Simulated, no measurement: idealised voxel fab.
You're looking at the process module voxel transistor to metal.
Pictured: cross-section cut, 185 nm wide, on a grid of 5 nm square cells.
The cross-sections in this document take the form of a grid made of square cells. They are written out as bands, in order from top to bottom. Each band consists of one or more rows of cells. Band: top and bottom heights (nm) first, top before bottom; then materials from left to right, widths in nm. "throughout" marks a sole material filling the band edge to edge. "empty" denotes empty space. Heads up on the height convention: 0 is the point under which the incoming wafer is all one material, and the lowest band has no bottom, it just keeps going down, like "from 0 down". The width entry "30->40" should be interpreted row by row: the top row of cells in the band takes the first number, the bottom row takes the second number, and the change between adjacent rows is uniform throughout. Any step labelled "no change" changed none of the cells in the cross-section. Entry "Cavities, closed" = empty spaces >= 8 cells with no open way to the top; each as width x height at distance, distance from left edge, all nm. The remark found on a step's line after its settings is issued by the simulator itself and pertains to that step. If you see "overlay nm" on a step's line and that step has a mask, it's telling you how far right of where it was planned the mask ended up; a negative number means it went left instead.

Listed below are the process steps as planned
1: op RECEIVE | material Si
2: op CONFORMAL_DEP | material SiO2 | thk nm 5
3: op CONFORMAL_DEP | material SiN | thk nm 10
4: op PATTERN | tone cover | mask id ACTIVE | material resist | width nm 85 | thk nm 20 | overlay nm 0
5: op DIRECTIONAL_ETCH | etch materials SiN | depth nm 10
6: op DIRECTIONAL_ETCH | etch materials SiO2 | depth nm 5
7: op DIRECTIONAL_ETCH | etch materials Si | depth nm 20
8: op STRIP | etch materials resist
9: op OXIDIZE | depth nm 5
10: op FILL_DEP | material SiO2 | thk nm 15
11: op CMP | height nm 15
12: op SELECTIVE_ETCH | etch materials SiO2 | depth nm 5
13: op STRIP | etch materials SiN
14: op SELECTIVE_ETCH | etch materials SiO2 | depth nm 5
15: op OXIDIZE | depth nm 5
16: op DIRECTIONAL_DEP | material polySi | thk nm 25
17: op DIRECTIONAL_DEP | material SiCN | thk nm 15
18: op DIRECTIONAL_DEP | material aC | thk nm 10
19: op PATTERN | tone cover | mask id GATE | material resist | width nm 15 | thk nm 25 | overlay nm 0
20: op DIRECTIONAL_ETCH | etch materials aC | depth nm 10
21: op STRIP | etch materials resist
22: op DIRECTIONAL_ETCH | etch materials SiCN | depth nm 25
23: op DIRECTIONAL_ETCH | etch materials polySi | depth nm 35
24: op STRIP | etch materials aC
25: op CONFORMAL_DEP | material SiN | thk nm 10
26: op DIRECTIONAL_ETCH | etch materials SiN | depth nm 10
27: op DIRECTIONAL_ETCH | etch materials SiO2 | depth nm 5
28: op EPI | material SiGe | thk nm 5
29: op FILL_DEP | material SiO2 | thk nm 10
30: op CMP | height nm 40
31: op DIRECTIONAL_DEP | material SiO2 | thk nm 15
32: op MASKED_ETCH | tone open | mask id CONTACT | width nm 15 | pitch nm 60 | etch materials SiO2 | depth nm 55 | overlay nm 0
33: op CONFORMAL_DEP | material TiN | thk nm 5
34: op FILL_DEP | material W | thk nm 5
35: op CMP | height nm 55
36: op CONFORMAL_DEP | material SiCN | thk nm 5
37: op DIRECTIONAL_DEP | material SiO2 | thk nm 20
38: op PATTERN | tone open | mask id METAL_1 | material resist | width nm 15 | pitch nm 60 | thk nm 15 | overlay nm 0
39: op DIRECTIONAL_ETCH | etch materials SiO2 | depth nm 20
40: op DIRECTIONAL_ETCH | etch materials SiCN | depth nm 5
41: op STRIP | etch materials resist
42: op CONFORMAL_DEP | material TiN | thk nm 5
43: op FILL_DEP | material Cu | thk nm 5
44: op CMP | height nm 80
45: op CONFORMAL_DEP | material SiN | thk nm 5

First out of two wafers; run went to plan

Cross-section of the wafer at receipt, which is the condition after step 1
- from 0 down = Si throughout
- Cavities, closed: none

After step 2: wafer cross-section
- from 5 to 0 = SiO2 throughout
- Below a height of 0, the structure has not been altered.

After step 3: wafer cross-section
- from 15 to 5 = SiN throughout
- Below a height of 5, the structure has not been altered.

After step 4: wafer cross-section
- from 35 to 15 = empty=50  resist=85  empty=50
- Below a height of 15, the structure has not been altered.

After step 5: wafer cross-section
- from 35 to 15 = empty=50  resist=85  empty=50
- from 15 to 5 = empty=50  SiN=85  empty=50
- Below a height of 5, the structure has not been altered.

After step 6: wafer cross-section
- from 35 to 15 = empty=50  resist=85  empty=50
- from 15 to 5 = empty=50  SiN=85  empty=50
- from 5 to 0 = empty=50  SiO2=85  empty=50
- Below a height of 0, the structure has not been altered.

After step 7: wafer cross-section
- from 35 to 15 = empty=50  resist=85  empty=50
- from 15 to 5 = empty=50  SiN=85  empty=50
- from 5 to 0 = empty=50  SiO2=85  empty=50
- from 0 to -20 = empty=50  Si=85  empty=50
- Below a height of -20, the structure has not been altered.

After step 8: wafer cross-section
- from 15 to 5 = empty=50  SiN=85  empty=50
- Below a height of 5, the structure has not been altered.

After step 9: wafer cross-section
- from 15 to 5 = empty=50  SiN=85  empty=50
- from 5 to 0 = empty=50  SiO2=85  empty=50
- from 0 to -20 = empty=50  SiO2=5  Si=75  SiO2=5  empty=50
- from -20 to -25 = SiO2=55  Si=75  SiO2=55
- Below a height of -25, the structure has not been altered.

After step 10: wafer cross-section
- from 30 to 15 = SiO2 throughout
- from 15 to 5 = SiO2=50  SiN=85  SiO2=50
- from 5 to 0 = SiO2 throughout
- from 0 to -25 = SiO2=55  Si=75  SiO2=55
- Below a height of -25, the structure has not been altered.

After step 11: wafer cross-section
- from 15 to 5 = SiO2=50  SiN=85  SiO2=50
- Below a height of 5, the structure has not been altered.

After step 12: wafer cross-section
- from 15 to 10 = empty=50  SiN=85  empty=50
- Below a height of 10, the structure has not been altered.

After step 13: wafer cross-section
- from 10 to 5 = SiO2=50  empty=85  SiO2=50
- Below a height of 5, the structure has not been altered.

After step 14: wafer cross-section
- from 5 to 0 = SiO2=45  empty=95  SiO2=45
- Below a height of 0, the structure has not been altered.

After step 15: wafer cross-section
- from 5 to 0 = SiO2=45  empty=95  SiO2=45
- from 0 to -5 = SiO2 throughout
- Below a height of -5, the structure has not been altered.

After step 16: wafer cross-section
- from 30 to 25 = polySi=45  empty=95  polySi=45
- from 25 to 5 = polySi throughout
- from 5 to 0 = SiO2=45  polySi=95  SiO2=45
- Below a height of 0, the structure has not been altered.

After step 17: wafer cross-section
- from 45 to 40 = SiCN=45  empty=95  SiCN=45
- from 40 to 30 = SiCN throughout
- from 30 to 25 = polySi=45  SiCN=95  polySi=45
- Below a height of 25, the structure has not been altered.

After step 18: wafer cross-section
- from 55 to 50 = aC=45  empty=95  aC=45
- from 50 to 45 = aC throughout
- from 45 to 40 = SiCN=45  aC=95  SiCN=45
- Below a height of 40, the structure has not been altered.

After step 19: wafer cross-section
- from 80 to 55 = empty=85  resist=15  empty=85
- from 55 to 50 = aC=45  empty=40  resist=15  empty=40  aC=45
- Below a height of 50, the structure has not been altered.

After step 20: wafer cross-section
- from 70 to 50 = empty=85  resist=15  empty=85
- from 50 to 45 = empty=85  aC=15  empty=85
- from 45 to 40 = SiCN=45  empty=40  aC=15  empty=40  SiCN=45
- Below a height of 40, the structure has not been altered.

After step 21: wafer cross-section
- from 50 to 45 = empty=85  aC=15  empty=85
- Below a height of 45, the structure has not been altered.

After step 22: wafer cross-section
- from 50 to 40 = empty=85  aC=15  empty=85
- from 40 to 30 = empty=85  SiCN=15  empty=85
- from 30 to 25 = polySi=45  empty=40  SiCN=15  empty=40  polySi=45
- Below a height of 25, the structure has not been altered.

After step 23: wafer cross-section
- from 50 to 40 = empty=85  aC=15  empty=85
- from 40 to 25 = empty=85  SiCN=15  empty=85
- from 25 to 5 = empty=85  polySi=15  empty=85
- from 5 to 0 = SiO2=45  empty=40  polySi=15  empty=40  SiO2=45
- Below a height of 0, the structure has not been altered.

After step 24: wafer cross-section
- from 40 to 25 = empty=85  SiCN=15  empty=85
- Below a height of 25, the structure has not been altered.

After step 25: wafer cross-section
- from 50 to 40 = empty=75  SiN=35  empty=75
- from 40 to 25 = empty=75  SiN=10  SiCN=15  SiN=10  empty=75
- from 25 to 15 = empty=75  SiN=10  polySi=15  SiN=10  empty=75
- from 15 to 10 = SiN=55  empty=20  SiN=10  polySi=15  SiN=10  empty=20  SiN=55
- from 10 to 5 = SiN=85  polySi=15  SiN=85
- from 5 to 0 = SiO2=45  SiN=40  polySi=15  SiN=40  SiO2=45
- Below a height of 0, the structure has not been altered.

After step 26: wafer cross-section
- from 40 to 25 = empty=75  SiN=10  SiCN=15  SiN=10  empty=75
- from 25 to 5 = empty=75  SiN=10  polySi=15  SiN=10  empty=75
- from 5 to 0 = SiO2=45  SiN=10  empty=20  SiN=10  polySi=15  SiN=10  empty=20  SiN=10  SiO2=45
- Below a height of 0, the structure has not been altered.

After step 27: wafer cross-section
- from 40 to 25 = empty=75  SiN=10  SiCN=15  SiN=10  empty=75
- from 25 to 5 = empty=75  SiN=10  polySi=15  SiN=10  empty=75
- from 5 to 0 = empty=45  SiN=10  empty=20  SiN=10  polySi=15  SiN=10  empty=20  SiN=10  empty=45
- from 0 to -5 = SiO2=55  empty=20  SiO2=35  empty=20  SiO2=55
- Below a height of -5, the structure has not been altered.

After step 28: wafer cross-section
- from 40 to 25 = empty=75  SiN=10  SiCN=15  SiN=10  empty=75
- from 25 to 5 = empty=75  SiN=10  polySi=15  SiN=10  empty=75
- from 5 to 0 = empty=45  SiN=10  empty=20  SiN=10  polySi=15  SiN=10  empty=20  SiN=10  empty=45
- from 0 to -5 = SiO2=55  SiGe=20  SiO2=35  SiGe=20  SiO2=55
- Below a height of -5, the structure has not been altered.

After step 29: wafer cross-section
- from 50 to 40 = SiO2 throughout
- from 40 to 25 = SiO2=75  SiN=10  SiCN=15  SiN=10  SiO2=75
- from 25 to 5 = SiO2=75  SiN=10  polySi=15  SiN=10  SiO2=75
- from 5 to 0 = SiO2=45  SiN=10  SiO2=20  SiN=10  polySi=15  SiN=10  SiO2=20  SiN=10  SiO2=45
- Below a height of 0, the structure has not been altered.

After step 30: wafer cross-section
- from 40 to 25 = SiO2=75  SiN=10  SiCN=15  SiN=10  SiO2=75
- Below a height of 25, the structure has not been altered.

After step 31: wafer cross-section
- from 55 to 40 = SiO2 throughout
- Below a height of 40, the structure has not been altered.

After step 32: wafer cross-section
- from 55 to 40 = SiO2=55  empty=15  SiO2=45  empty=15  SiO2=55
- from 40 to 25 = SiO2=55  empty=15  SiO2=5  SiN=10  SiCN=15  SiN=10  SiO2=5  empty=15  SiO2=55
- from 25 to 5 = SiO2=55  empty=15  SiO2=5  SiN=10  polySi=15  SiN=10  SiO2=5  empty=15  SiO2=55
- from 5 to 0 = SiO2=45  SiN=10  empty=15  SiO2=5  SiN=10  polySi=15  SiN=10  SiO2=5  empty=15  SiN=10  SiO2=45
- Below a height of 0, the structure has not been altered.

After step 33: wafer cross-section
- from 60 to 55 = TiN=60  empty=5  TiN=55  empty=5  TiN=60
- from 55 to 40 = SiO2=55  TiN=5  empty=5  TiN=5  SiO2=45  TiN=5  empty=5  TiN=5  SiO2=55
- from 40 to 25 = SiO2=55  TiN=5  empty=5  TiN=5  SiO2=5  SiN=10  SiCN=15  SiN=10  SiO2=5  TiN=5  empty=5  TiN=5  SiO2=55
- from 25 to 5 = SiO2=55  TiN=5  empty=5  TiN=5  SiO2=5  SiN=10  polySi=15  SiN=10  SiO2=5  TiN=5  empty=5  TiN=5  SiO2=55
- from 5 to 0 = SiO2=45  SiN=10  TiN=15  SiO2=5  SiN=10  polySi=15  SiN=10  SiO2=5  TiN=15  SiN=10  SiO2=45
- Below a height of 0, the structure has not been altered.

After step 34: wafer cross-section
- from 65 to 60 = W throughout
- from 60 to 55 = TiN=60  W=5  TiN=55  W=5  TiN=60
- from 55 to 40 = SiO2=55  TiN=5  W=5  TiN=5  SiO2=45  TiN=5  W=5  TiN=5  SiO2=55
- from 40 to 25 = SiO2=55  TiN=5  W=5  TiN=5  SiO2=5  SiN=10  SiCN=15  SiN=10  SiO2=5  TiN=5  W=5  TiN=5  SiO2=55
- from 25 to 5 = SiO2=55  TiN=5  W=5  TiN=5  SiO2=5  SiN=10  polySi=15  SiN=10  SiO2=5  TiN=5  W=5  TiN=5  SiO2=55
- Below a height of 5, the structure has not been altered.

After step 35: wafer cross-section
- from 55 to 40 = SiO2=55  TiN=5  W=5  TiN=5  SiO2=45  TiN=5  W=5  TiN=5  SiO2=55
- Below a height of 40, the structure has not been altered.

After step 36: wafer cross-section
- from 60 to 55 = SiCN throughout
- Below a height of 55, the structure has not been altered.

After step 37: wafer cross-section
- from 80 to 60 = SiO2 throughout
- Below a height of 60, the structure has not been altered.

After step 38: wafer cross-section
- from 95 to 80 = resist=55  empty=15  resist=45  empty=15  resist=55
- Below a height of 80, the structure has not been altered.

After step 39: wafer cross-section
- from 95 to 80 = resist=55  empty=15  resist=45  empty=15  resist=55
- from 80 to 60 = SiO2=55  empty=15  SiO2=45  empty=15  SiO2=55
- Below a height of 60, the structure has not been altered.

After step 40: wafer cross-section
- from 95 to 80 = resist=55  empty=15  resist=45  empty=15  resist=55
- from 80 to 60 = SiO2=55  empty=15  SiO2=45  empty=15  SiO2=55
- from 60 to 55 = SiCN=55  empty=15  SiCN=45  empty=15  SiCN=55
- Below a height of 55, the structure has not been altered.

After step 41: wafer cross-section
- from 80 to 60 = SiO2=55  empty=15  SiO2=45  empty=15  SiO2=55
- Below a height of 60, the structure has not been altered.

After step 42: wafer cross-section
- from 85 to 80 = TiN=60  empty=5  TiN=55  empty=5  TiN=60
- from 80 to 60 = SiO2=55  TiN=5  empty=5  TiN=5  SiO2=45  TiN=5  empty=5  TiN=5  SiO2=55
- from 60 to 55 = SiCN=55  TiN=15  SiCN=45  TiN=15  SiCN=55
- Below a height of 55, the structure has not been altered.

After step 43: wafer cross-section
- from 90 to 85 = Cu throughout
- from 85 to 80 = TiN=60  Cu=5  TiN=55  Cu=5  TiN=60
- from 80 to 60 = SiO2=55  TiN=5  Cu=5  TiN=5  SiO2=45  TiN=5  Cu=5  TiN=5  SiO2=55
- Below a height of 60, the structure has not been altered.

After step 44: wafer cross-section
- from 80 to 60 = SiO2=55  TiN=5  Cu=5  TiN=5  SiO2=45  TiN=5  Cu=5  TiN=5  SiO2=55
- Below a height of 60, the structure has not been altered.

After step 45: wafer cross-section
- from 85 to 80 = SiN throughout
- Below a height of 80, the structure has not been altered.

second wafer: like start, like plan, one mistake. Through step 10 it matches the first wafer

Cross-section of the second wafer at the time by which step 11 should have been completed according to the plan: no change

Cross-section of the second wafer at the time by which step 12 should have been completed according to the plan
- from 25 to 15 = SiO2 throughout
- Below a height of 15, the structure has not been altered.

Cross-section of the second wafer at the time by which step 13 should have been completed according to the plan: no change

Cross-section of the second wafer at the time by which step 14 should have been completed according to the plan
- from 20 to 15 = SiO2 throughout
- Below a height of 15, the structure has not been altered.

Cross-section of the second wafer at the time by which step 15 should have been completed according to the plan: no change

Cross-section of the second wafer at the time by which step 16 should have been completed according to the plan
- from 45 to 20 = polySi throughout
- Below a height of 20, the structure has not been altered.

Cross-section of the second wafer at the time by which step 17 should have been completed according to the plan
- from 60 to 45 = SiCN throughout
- Below a height of 45, the structure has not been altered.

Cross-section of the second wafer at the time by which step 18 should have been completed according to the plan
- from 70 to 60 = aC throughout
- Below a height of 60, the structure has not been altered.

Cross-section of the second wafer at the time by which step 19 should have been completed according to the plan
- from 95 to 70 = empty=85  resist=15  empty=85
- Below a height of 70, the structure has not been altered.

Cross-section of the second wafer at the time by which step 20 should have been completed according to the plan
- from 85 to 70 = empty=85  resist=15  empty=85
- from 70 to 60 = empty=85  aC=15  empty=85
- Below a height of 60, the structure has not been altered.

Cross-section of the second wafer at the time by which step 21 should have been completed according to the plan
- from 70 to 60 = empty=85  aC=15  empty=85
- Below a height of 60, the structure has not been altered.

Cross-section of the second wafer at the time by which step 22 should have been completed according to the plan
- from 70 to 60 = empty=85  aC=15  empty=85
- from 60 to 45 = empty=85  SiCN=15  empty=85
- Below a height of 45, the structure has not been altered.

Cross-section of the second wafer at the time by which step 23 should have been completed according to the plan
- from 70 to 60 = empty=85  aC=15  empty=85
- from 60 to 45 = empty=85  SiCN=15  empty=85
- from 45 to 20 = empty=85  polySi=15  empty=85
- Below a height of 20, the structure has not been altered.

Cross-section of the second wafer at the time by which step 24 should have been completed according to the plan
- from 60 to 45 = empty=85  SiCN=15  empty=85
- Below a height of 45, the structure has not been altered.

Cross-section of the second wafer at the time by which step 25 should have been completed according to the plan
- from 70 to 60 = empty=75  SiN=35  empty=75
- from 60 to 45 = empty=75  SiN=10  SiCN=15  SiN=10  empty=75
- from 45 to 30 = empty=75  SiN=10  polySi=15  SiN=10  empty=75
- from 30 to 20 = SiN=85  polySi=15  SiN=85
- Below a height of 20, the structure has not been altered.

Cross-section of the second wafer at the time by which step 26 should have been completed according to the plan
- from 60 to 45 = empty=75  SiN=10  SiCN=15  SiN=10  empty=75
- from 45 to 20 = empty=75  SiN=10  polySi=15  SiN=10  empty=75
- Below a height of 20, the structure has not been altered.

Cross-section of the second wafer at the time by which step 27 should have been completed according to the plan
- from 60 to 45 = empty=75  SiN=10  SiCN=15  SiN=10  empty=75
- from 45 to 20 = empty=75  SiN=10  polySi=15  SiN=10  empty=75
- from 20 to 15 = empty=75  SiO2=35  empty=75
- Below a height of 15, the structure has not been altered.

Cross-section of the second wafer at the time by which step 28 should have been completed according to the plan: no change

Cross-section of the second wafer at the time by which step 29 should have been completed according to the plan
- from 70 to 60 = SiO2 throughout
- from 60 to 45 = SiO2=75  SiN=10  SiCN=15  SiN=10  SiO2=75
- from 45 to 20 = SiO2=75  SiN=10  polySi=15  SiN=10  SiO2=75
- from 20 to 15 = SiO2 throughout
- Below a height of 15, the structure has not been altered.

Cross-section of the second wafer at the time by which step 30 should have been completed according to the plan
- from 40 to 20 = SiO2=75  SiN=10  polySi=15  SiN=10  SiO2=75
- Below a height of 20, the structure has not been altered.

Cross-section of the second wafer at the time by which step 31 should have been completed according to the plan
- from 55 to 40 = SiO2 throughout
- Below a height of 40, the structure has not been altered.

Cross-section of the second wafer at the time by which step 32 should have been completed according to the plan
- from 55 to 40 = SiO2=55  empty=15  SiO2=45  empty=15  SiO2=55
- from 40 to 20 = SiO2=55  empty=15  SiO2=5  SiN=10  polySi=15  SiN=10  SiO2=5  empty=15  SiO2=55
- from 20 to 15 = SiO2=55  empty=15  SiO2=45  empty=15  SiO2=55
- Below a height of 15, the structure has not been altered.

Cross-section of the second wafer at the time by which step 33 should have been completed according to the plan
- from 60 to 55 = TiN=60  empty=5  TiN=55  empty=5  TiN=60
- from 55 to 40 = SiO2=55  TiN=5  empty=5  TiN=5  SiO2=45  TiN=5  empty=5  TiN=5  SiO2=55
- from 40 to 20 = SiO2=55  TiN=5  empty=5  TiN=5  SiO2=5  SiN=10  polySi=15  SiN=10  SiO2=5  TiN=5  empty=5  TiN=5  SiO2=55
- from 20 to 15 = SiO2=55  TiN=15  SiO2=45  TiN=15  SiO2=55
- Below a height of 15, the structure has not been altered.

Cross-section of the second wafer at the time by which step 34 should have been completed according to the plan
- from 65 to 60 = W throughout
- from 60 to 55 = TiN=60  W=5  TiN=55  W=5  TiN=60
- from 55 to 40 = SiO2=55  TiN=5  W=5  TiN=5  SiO2=45  TiN=5  W=5  TiN=5  SiO2=55
- from 40 to 20 = SiO2=55  TiN=5  W=5  TiN=5  SiO2=5  SiN=10  polySi=15  SiN=10  SiO2=5  TiN=5  W=5  TiN=5  SiO2=55
- Below a height of 20, the structure has not been altered.

Cross-section of the second wafer at the time by which step 35 should have been completed according to the plan
- from 55 to 40 = SiO2=55  TiN=5  W=5  TiN=5  SiO2=45  TiN=5  W=5  TiN=5  SiO2=55
- Below a height of 40, the structure has not been altered.

Cross-section of the second wafer at the time by which step 36 should have been completed according to the plan
- from 60 to 55 = SiCN throughout
- Below a height of 55, the structure has not been altered.

Cross-section of the second wafer at the time by which step 37 should have been completed according to the plan
- from 80 to 60 = SiO2 throughout
- Below a height of 60, the structure has not been altered.

Cross-section of the second wafer at the time by which step 38 should have been completed according to the plan
- from 95 to 80 = resist=55  empty=15  resist=45  empty=15  resist=55
- Below a height of 80, the structure has not been altered.

Cross-section of the second wafer at the time by which step 39 should have been completed according to the plan
- from 95 to 80 = resist=55  empty=15  resist=45  empty=15  resist=55
- from 80 to 60 = SiO2=55  empty=15  SiO2=45  empty=15  SiO2=55
- Below a height of 60, the structure has not been altered.

Cross-section of the second wafer at the time by which step 40 should have been completed according to the plan
- from 95 to 80 = resist=55  empty=15  resist=45  empty=15  resist=55
- from 80 to 60 = SiO2=55  empty=15  SiO2=45  empty=15  SiO2=55
- from 60 to 55 = SiCN=55  empty=15  SiCN=45  empty=15  SiCN=55
- Below a height of 55, the structure has not been altered.

Cross-section of the second wafer at the time by which step 41 should have been completed according to the plan
- from 80 to 60 = SiO2=55  empty=15  SiO2=45  empty=15  SiO2=55
- Below a height of 60, the structure has not been altered.

Cross-section of the second wafer at the time by which step 42 should have been completed according to the plan
- from 85 to 80 = TiN=60  empty=5  TiN=55  empty=5  TiN=60
- from 80 to 60 = SiO2=55  TiN=5  empty=5  TiN=5  SiO2=45  TiN=5  empty=5  TiN=5  SiO2=55
- from 60 to 55 = SiCN=55  TiN=15  SiCN=45  TiN=15  SiCN=55
- Below a height of 55, the structure has not been altered.

Cross-section of the second wafer at the time by which step 43 should have been completed according to the plan
- from 90 to 85 = Cu throughout
- from 85 to 80 = TiN=60  Cu=5  TiN=55  Cu=5  TiN=60
- from 80 to 60 = SiO2=55  TiN=5  Cu=5  TiN=5  SiO2=45  TiN=5  Cu=5  TiN=5  SiO2=55
- Below a height of 60, the structure has not been altered.

Cross-section of the second wafer at the time by which step 44 should have been completed according to the plan
- from 80 to 60 = SiO2=55  TiN=5  Cu=5  TiN=5  SiO2=45  TiN=5  Cu=5  TiN=5  SiO2=55
- Below a height of 60, the structure has not been altered.

Cross-section of the second wafer at the time by which step 45 should have been completed according to the plan
- from 85 to 80 = SiN throughout
- Below a height of 80, the structure has not been altered.
Heads up, the wafer didn't run the way we planned it: step 11 of the plan never got run, it was skipped over
The final cell counts differ between the wafers, with the second having more or fewer of some materials than the first: Si: 15 more; SiCN: 9 fewer; SiGe: 8 fewer; SiN: 14 more; SiO2: 9 more; TiN: 12 fewer; W: 6 fewer; polySi: 3 fewer
